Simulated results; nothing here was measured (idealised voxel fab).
Process module name: voxel self aligned vias
Square cell edge 5 nm, section width 255 nm, ID cut.
Cross-section spec: square-cell grid; bands listed top down; each band is one or more rows. This entry defines a band. It first specifies the height of the band's top and the height of its bottom in nm, and then specifies the band's materials from left to right, stating each material with its width in nm. The word "edge to edge" identifies a single material that fills the band from edge to edge, while the word "air" identifies empty space. It should be noted that heights are counted from 0, beneath which the wafer as supplied is of one material throughout, and that the lowest band possesses no lower boundary but continues downward, as written in "0 nm and below". You'd read "30->40" like this: the band's top row of cells is as wide as the first number, its bottom row is as wide as the second, and going down, every row changes width by the same amount as the row before did. "identical to before", as given for a step, is the statement that not any cell of the cross-section underwent a change during that step. Reported under the label "Unvented internal voids" are the empty spaces having no open way to the top and comprising 8 cells or more; the notation for each is width x height at distance, in which the distance is measured from the left edge and all three values are in nm. Step line, after settings: the simulator's comment on this step. overlay nm: how far to the right of its planned place the mask lay on this masked step (negative: to the left).
Set out below are the planned steps of the process
1: RECEIVE [material Si]
2: CONFORMAL_DEP [material SiO2] [thk nm 10]
3: CONFORMAL_DEP [material SiCN] [thk nm 5]
4: DIRECTIONAL_DEP [material lowk] [thk nm 25]
5: DIRECTIONAL_DEP [material aC] [thk nm 10]
6: PATTERN [tone open] [mask id LINES] [material resist] [width nm 25] [pitch nm 65] [thk nm 25] [overlay nm 0]
7: DIRECTIONAL_ETCH [etch materials aC] [depth nm 10]
8: STRIP [etch materials resist]
9: DIRECTIONAL_ETCH [etch materials lowk] [depth nm 25]
10: STRIP [etch materials aC]
11: CONFORMAL_DEP [material TiN] [thk nm 5]
12: FILL_DEP [material W] [thk nm 10]
13: CMP [height nm 40]
14: SELECTIVE_ETCH [etch materials W Ru TiN] [depth nm 5]
15: FILL_DEP [material SiN] [thk nm 5]
16: CMP [height nm 40]
17: DIRECTIONAL_DEP [material lowk] [thk nm 15]
18: MASKED_ETCH [tone open] [mask id VIAS] [width nm 35] [pitch nm 130] [etch materials lowk] [depth nm 15] [overlay nm 0]
19: MASKED_ETCH [tone open] [mask id VIAS] [width nm 45] [pitch nm 130] [etch materials SiN] [depth nm 5] [overlay nm 0]
20: CONFORMAL_DEP [material TiN] [thk nm 5]
21: FILL_DEP [material Ru] [thk nm 5]
22: CMP [height nm 55]
23: CONFORMAL_DEP [material SiN] [thk nm 5]
Same starting wafers, different width nm at step 18. Plan value belongs to the first wafer.
Cross-section of the first of several wafers as received (after step 1)
    0 nm and below | Si edge to edge
    Unvented internal voids: none
Cross-section of the first of several wafers, taken after step 23, where the module ends
    60 nm to 55 nm | SiN edge to edge
    55 nm to 45 nm | 45 nm lowk, 5 nm TiN, 25 nm Ru, 5 nm TiN, 95 nm lowk, 5 nm TiN, 25 nm Ru, 5 nm TiN, 45 nm lowk
    45 nm to 40 nm | 45 nm lowk, 10 nm TiN, 15 nm Ru, 10 nm TiN, 95 nm lowk, 10 nm TiN, 15 nm Ru, 10 nm TiN, 45 nm lowk
    40 nm to 35 nm | 50 nm lowk, 25 nm TiN, 40 nm lowk, 25 nm SiN, 40 nm lowk, 25 nm TiN, 50 nm lowk
    35 nm to 20 nm | 50 nm lowk, 5 nm TiN, 15 nm W, 5 nm TiN, 40 nm lowk, 5 nm TiN, 15 nm W, 5 nm TiN, 40 nm lowk, 5 nm TiN, 15 nm W, 5 nm TiN, 50 nm lowk
    20 nm to 15 nm | 50 nm lowk, 25 nm TiN, 40 nm lowk, 25 nm TiN, 40 nm lowk, 25 nm TiN, 50 nm lowk
    15 nm to 10 nm | SiCN edge to edge
    10 nm to 0 nm | SiO2 edge to edge
    0 nm and below | Si edge to edge
    Unvented internal voids: none
The last wafer as seen in cross-section at the end of the module
    60 nm to 55 nm | SiN edge to edge
    55 nm to 45 nm | 35 nm lowk, 5 nm TiN, 50 nm Ru, 5 nm TiN, 70 nm lowk, 5 nm TiN, 50 nm Ru, 5 nm TiN, 30 nm lowk
    45 nm to 40 nm | 35 nm lowk, 20 nm TiN, 15 nm Ru, 25 nm TiN, 70 nm lowk, 20 nm TiN, 15 nm Ru, 25 nm TiN, 30 nm lowk
    40 nm to 35 nm | 50 nm lowk, 25 nm TiN, 40 nm lowk, 25 nm SiN, 40 nm lowk, 25 nm TiN, 50 nm lowk
    35 nm to 20 nm | 50 nm lowk, 5 nm TiN, 15 nm W, 5 nm TiN, 40 nm lowk, 5 nm TiN, 15 nm W, 5 nm TiN, 40 nm lowk, 5 nm TiN, 15 nm W, 5 nm TiN, 50 nm lowk
    20 nm to 15 nm | 50 nm lowk, 25 nm TiN, 40 nm lowk, 25 nm TiN, 40 nm lowk, 25 nm TiN, 50 nm lowk
    15 nm to 10 nm | SiCN edge to edge
    10 nm to 0 nm | SiO2 edge to edge
    0 nm and below | Si edge to edge
    Unvented internal voids: none
The table below has one row for each wafer; a row shows, as of the end of the module, how many cells of each material the wafer has gained, marked (+), or lost, marked (-), since it was received, and then the wafer's closed voids
width nm 35; +26 Ru; +51 SiCN; +56 SiN; +102 SiO2; +59 TiN; +27 W; +291 lowk; Unvented internal voids: none
width nm 40; +30 Ru; +51 SiCN; +56 SiN; +102 SiO2; +61 TiN; +27 W; +285 lowk; Unvented internal voids: none
width nm 45; +34 Ru; +51 SiCN; +56 SiN; +102 SiO2; +63 TiN; +27 W; +279 lowk; Unvented internal voids: none
width nm 50; +38 Ru; +51 SiCN; +56 SiN; +102 SiO2; +65 TiN; +27 W; +273 lowk; Unvented internal voids: none
width nm 55; +42 Ru; +51 SiCN; +56 SiN; +102 SiO2; +67 TiN; +27 W; +267 lowk; Unvented internal voids: none
width nm 60; +46 Ru; +51 SiCN; +56 SiN; +102 SiO2; +69 TiN; +27 W; +261 lowk; Unvented internal voids: none
